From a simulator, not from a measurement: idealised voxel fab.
A process module follows: voxel capacitor over wiring.
The width of the displayed cross-section, cut, is 270 nm; its cells are square, with a size of 5 nm.
If you're reading a cross-section in this doc, picture square cells in a grid; it comes to you as bands, top ones listed first down to the bottom, and a band can be one or more rows of cells. What a band's entry tells you: where the top is and where the bottom is, as heights in nm, and after that what lies inside, material by material from left to right, each with its width in nm. Empty space is written as the word "air", and a single material marked with the word "edge to edge" occupies the band from edge to edge. Height 0 is the level under which the wafer as received is all one material. The lowest band goes on downwards, as in "z 0 and below". Top row gets the first number, bottom row gets the second, and each row in between changes by the same step: that is how a band width like "30->40" works. "remained unchanged" means the step left every cell of the cross-section as it was. Basically, "Non-vented voids" tells you about the enclosed voids: empty spaces with no open way to the top, 8 cells or bigger, each written width x height at distance, where distance is from the left edge, all in nm. Read whatever lies past the settings on a step's line as the simulator's own remark about the step. "overlay nm", when on a step's line for a step with a mask, measures how far to the right of its planned place the mask lay; a negative measure means to the left.
PROCESS STEPS (PLANNED)
1: RECEIVE (material Si)
2: CONFORMAL_DEP (material SiO2; thk nm 15)
3: CONFORMAL_DEP (material SiN; thk nm 5)
4: DIRECTIONAL_DEP (material lowk; thk nm 15)
5: PATTERN (tone open; mask id METAL_1; material resist; width nm 25; pitch nm 85; thk nm 15; overlay nm 0)
6: DIRECTIONAL_ETCH (etch materials lowk; depth nm 15)
7: DIRECTIONAL_ETCH (etch materials SiN; depth nm 5)
8: STRIP (etch materials resist)
9: CONFORMAL_DEP (material TiN; thk nm 5)
10: FILL_DEP (material Cu; thk nm 10)
11: CMP (height nm 35)
12: CONFORMAL_DEP (material SiCN; thk nm 5)
13: DIRECTIONAL_DEP (material lowk; thk nm 20)
14: PATTERN (tone open; mask id PLUG_1; material resist; width nm 15; thk nm 15; overlay nm 0)
15: DIRECTIONAL_ETCH (etch materials lowk; depth nm 20)
16: DIRECTIONAL_ETCH (etch materials SiCN; depth nm 5)
17: STRIP (etch materials resist)
18: EPI (material Ru; thk nm 10)
19: EPI (material Ru; thk nm 10)
20: EPI (material Ru; thk nm 5)
21: DIRECTIONAL_DEP (material TiN; thk nm 5)
22: DIRECTIONAL_DEP (material HfO2; thk nm 5)
23: DIRECTIONAL_DEP (material TiN; thk nm 10)
24: DIRECTIONAL_DEP (material aC; thk nm 10)
25: PATTERN (tone cover; mask id UPPER_PLATE; material resist; width nm 65; thk nm 30; overlay nm 0)
26: DIRECTIONAL_ETCH (etch materials aC; depth nm 10)
27: STRIP (etch materials resist)
28: DIRECTIONAL_ETCH (etch materials TiN; depth nm 10)
29: DIRECTIONAL_ETCH (etch materials HfO2; depth nm 5)
30: STRIP (etch materials aC)
31: DIRECTIONAL_DEP (material aC; thk nm 15)
32: PATTERN (tone cover; mask id LOWER_PLATE; material resist; width nm 75; thk nm 35; overlay nm 0)
33: DIRECTIONAL_ETCH (etch materials aC; depth nm 15)
34: STRIP (etch materials resist)
35: DIRECTIONAL_ETCH (etch materials TiN; depth nm 5)
36: STRIP (etch materials aC)
37: FILL_DEP (material SiO2; thk nm 20)
38: CMP (height nm 95)
39: DIRECTIONAL_DEP (material aC; thk nm 10)
40: PATTERN (tone open; mask id PLUG_2; material resist; width nm 15; thk nm 25; overlay nm 0)
41: DIRECTIONAL_ETCH (etch materials aC; depth nm 10)
42: STRIP (etch materials resist)
43: DIRECTIONAL_ETCH (etch materials SiO2; depth nm 15)
44: STRIP (etch materials aC)
45: CONFORMAL_DEP (material TiN; thk nm 5)
46: FILL_DEP (material Cu; thk nm 5)
47: CMP (height nm 95)
48: CONFORMAL_DEP (material SiCN; thk nm 5)
AS RECEIVED, AFTER STEP 1
  z 0 and below  Si edge to edge
  Non-vented voids: none
THE FIRST OF THE TWO WAFERS AS SEEN IN CROSS-SECTION ONCE THE MODULE WAS FINISHED; PROCESSING FOLLOWED THE PLAN
  z 100 to 95  SiCN edge to edge
  z 95 to 85  100 of SiO2, 5 of TiN, 5 of Cu, 5 of TiN, 155 of SiO2
  z 85 to 80  100 of SiO2, 15 of TiN, 155 of SiO2
  z 80 to 70  90 of SiO2, 65 of TiN, 115 of SiO2
  z 70 to 65  90 of SiO2, 65 of HfO2, 115 of SiO2
  z 65 to 60  85 of SiO2, 75 of TiN, 110 of SiO2
  z 60 to 40  90 of lowk, 15 of Ru, 165 of lowk
  z 40 to 35  90 of SiCN, 15 of Ru, 165 of SiCN
  z 35 to 20  80 of lowk, 5 of TiN, 15 of Cu, 5 of TiN, 60 of lowk, 5 of TiN, 15 of Cu, 5 of TiN, 80 of lowk
  z 20 to 15  80 of SiN, 25 of TiN, 60 of SiN, 25 of TiN, 80 of SiN
  z 15 to 0  SiO2 edge to edge
  z 0 and below  Si edge to edge
  Non-vented voids: none
SO THIS IS WAFER NUMBER TWO OF THE TWO, CUT AT THE END OF THE MODULE - IT STARTED WHERE THE FIRST DID AND HAD THE SAME PLAN, WE JUST GOT ONE THING WRONG RUNNING IT
  z 100 to 95  SiCN edge to edge
  z 95 to 90  100 of SiO2, 55 of TiN, 115 of SiO2
  z 90 to 85  100 of SiO2, 5 of TiN, 50 of HfO2, 115 of SiO2
  z 85 to 80  85 of SiO2, 5 of TiN, 10 of SiO2, 60 of TiN, 110 of SiO2
  z 80 to 70  90 of lowk, 15 of TiN, 165 of lowk
  z 70 to 65  90 of lowk, 15 of HfO2, 165 of lowk
  z 65 to 60  90 of lowk, 15 of TiN, 165 of lowk
  z 60 to 40  lowk edge to edge
  z 40 to 35  SiCN edge to edge
  z 35 to 20  80 of lowk, 5 of TiN, 15 of Cu, 5 of TiN, 60 of lowk, 5 of TiN, 15 of Cu, 5 of TiN, 80 of lowk
  z 20 to 15  80 of SiN, 25 of TiN, 60 of SiN, 25 of TiN, 80 of SiN
  z 15 to 0  SiO2 edge to edge
  z 0 and below  Si edge to edge
  Non-vented voids: none
Plan not followed: plan step 13 was twice executed
Cell-count delta at end, second wafer over first, by material: -2 Cu | -15 Ru | +3 SiCN | -188 SiO2 | -14 TiN | +216 lowk
